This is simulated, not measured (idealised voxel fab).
You're looking at the process module voxel transistor to metal.
In the cross-section labelled cut, the width is 200 nm and each square cell is 5 nm.
Cross-sections here: square-cell grids, written as top-down lists of bands, a band being one or more rows of cells.
Basically the band line says how high the top is and how high the bottom is, in nm, and then what's in it from left to right, every material with its width in nm. Empty space shows up as "empty", and if a single material carries "edge to edge" it runs the full band edge to edge.
Heads up on the height convention: 0 is the point under which the incoming wafer is all one material, and the lowest band has no bottom, it just keeps going down, like "top 0, no bottom".
Think of "30->40" as a width that walks from the first number to the second as you go down the band, top row to bottom row, taking equal-sized steps from row to row.
Where the words "no modification" appear for a step, the cross-section shows no cell changed by that step; every cell remained as before.
"Enclosed internal voids" means: voids of 8 cells or more that are shut off from the top with no open way through. Written width x height at distance, distance from the left edge, in nm.
It should be noted that, on the line of a given step, the content following the step's settings is a remark produced by the simulator itself with respect to that step.
overlay nm: how far to the right of its planned place the mask lay on this masked step (negative: to the left).

### Process steps - plan
1: RECEIVE,material Si
2: OXIDIZE,depth nm 5
3: CONFORMAL_DEP,material SiN,thk nm 10
4: DIRECTIONAL_DEP,material aC,thk nm 10
5: PATTERN,tone cover,mask id ACTIVE,material resist,width nm 115,thk nm 30,overlay nm 0
6: DIRECTIONAL_ETCH,etch materials aC,depth nm 10
7: STRIP,etch materials resist
8: DIRECTIONAL_ETCH,etch materials SiN,depth nm 10
9: DIRECTIONAL_ETCH,etch materials SiO2,depth nm 5
10: DIRECTIONAL_ETCH,etch materials Si,depth nm 20
11: STRIP,etch materials aC
12: OXIDIZE,depth nm 5
13: FILL_DEP,material SiO2,thk nm 5
14: CMP,height nm 10
15: SELECTIVE_ETCH,etch materials SiO2,depth nm 5
16: STRIP,etch materials SiN
17: SELECTIVE_ETCH,etch materials SiO2,depth nm 5
18: OXIDIZE,depth nm 5
19: DIRECTIONAL_DEP,material polySi,thk nm 25
20: DIRECTIONAL_DEP,material SiCN,thk nm 15
21: PATTERN,tone cover,mask id GATE,material resist,width nm 35,thk nm 15,overlay nm 0
22: DIRECTIONAL_ETCH,etch materials SiCN,depth nm 25
23: DIRECTIONAL_ETCH,etch materials polySi,depth nm 35
24: STRIP,etch materials resist
25: CONFORMAL_DEP,material SiN,thk nm 5
26: DIRECTIONAL_ETCH,etch materials SiN,depth nm 5
27: DIRECTIONAL_ETCH,etch materials SiO2,depth nm 5
28: DIRECTIONAL_ETCH,etch materials Si,depth nm 10
29: EPI,material pSi,thk nm 15
30: FILL_DEP,material SiO2,thk nm 10
31: CMP,height nm 20
32: STRIP,etch materials polySi
33: SELECTIVE_ETCH,etch materials SiO2,depth nm 5
34: CONFORMAL_DEP,material HfO2,thk nm 5
35: CONFORMAL_DEP,material TiN,thk nm 5
36: FILL_DEP,material W,thk nm 10
37: CMP,height nm 15
38: DIRECTIONAL_DEP,material SiO2,thk nm 10
39: MASKED_ETCH,tone open,mask id CONTACT,width nm 15,pitch nm 80,etch materials SiO2,depth nm 30,overlay nm 0
40: CONFORMAL_DEP,material TiN,thk nm 5
41: FILL_DEP,material Ru,thk nm 10
42: CMP,height nm 25
43: CONFORMAL_DEP,material SiN,thk nm 5
44: DIRECTIONAL_DEP,material SiO2,thk nm 20
45: MASKED_ETCH,tone open,mask id METAL_1,width nm 15,pitch nm 80,etch materials SiO2,depth nm 20,overlay nm 0
46: MASKED_ETCH,tone open,mask id METAL_1,width nm 15,pitch nm 80,etch materials SiN,depth nm 5,overlay nm 0
47: CONFORMAL_DEP,material TiN,thk nm 5
48: FILL_DEP,material Cu,thk nm 5
49: CMP,height nm 50
50: EPI,material Ru,thk nm 5
51: FILL_DEP,material SiCN,thk nm 5

### Wafer as received: cross-section following step 1
  top 0, no bottom = Si edge to edge
  Enclosed internal voids: none

### Figure: cross-sectional view of the wafer upon completion of the module, processed from the initial state and according to the plan depicted above, with one error introduced during execution
  top 60, bottom 55 = SiCN edge to edge
  top 55, bottom 50 = 45 SiCN; 25 Ru; 55 SiCN; 25 Ru; 50 SiCN
  top 50, bottom 30 = 50 SiO2; 5 TiN; 5 Cu; 5 TiN; 65 SiO2; 5 TiN; 5 Cu; 5 TiN; 55 SiO2
  top 30, bottom 25 = 50 SiN; 15 TiN; 65 SiN; 15 TiN; 55 SiN
  top 25, bottom 15 = 50 SiO2; 5 TiN; 5 Ru; 5 TiN; 65 SiO2; 5 TiN; 5 Ru; 5 TiN; 55 SiO2
  top 15, bottom 10 = 50 SiO2; 5 TiN; 5 Ru; 5 TiN; 5 SiO2; 5 SiN; 5 HfO2; 5 TiN; 15 W; 5 TiN; 5 HfO2; 5 SiN; 15 SiO2; 5 TiN; 5 Ru; 5 TiN; 55 SiO2
  top 10, bottom 5 = 50 SiO2; 15 TiN; 5 SiO2; 5 SiN; 5 HfO2; 5 TiN; 15 W; 5 TiN; 5 HfO2; 5 SiN; 15 SiO2; 5 TiN; 5 Ru; 5 TiN; 55 SiO2
  top 5, bottom 0 = 50 SiO2; 5 TiN; 15 pSi; 5 SiN; 5 HfO2; 5 TiN; 15 W; 5 TiN; 5 HfO2; 5 SiN; 15 pSi; 5 TiN; 5 Ru; 5 TiN; 55 SiO2
  top 0, bottom -5 = 35 SiO2; 5 SiN; 10 SiO2; 5 TiN; 15 pSi; 5 SiN; 5 HfO2; 25 TiN; 5 HfO2; 5 SiN; 15 pSi; 15 TiN; 10 SiO2; 5 SiN; 40 SiO2
  top -5, bottom -10 = 40 SiO2; 30 pSi; 45 HfO2; 40 pSi; 45 SiO2
  top -10, bottom -20 = 45 SiO2; 25 pSi; 45 Si; 35 pSi; 50 SiO2
  top -20, bottom -30 = 45 SiO2; 105 Si; 50 SiO2
  top -30, no bottom = Si edge to edge
  Enclosed internal voids: none
Heads up, the wafer didn't run the way we planned it: step 21 was processed under conditions differing from the plan, specifically as PATTERN,tone cover,mask id GATE,material resist,width nm 35,thk nm 15,overlay nm -5
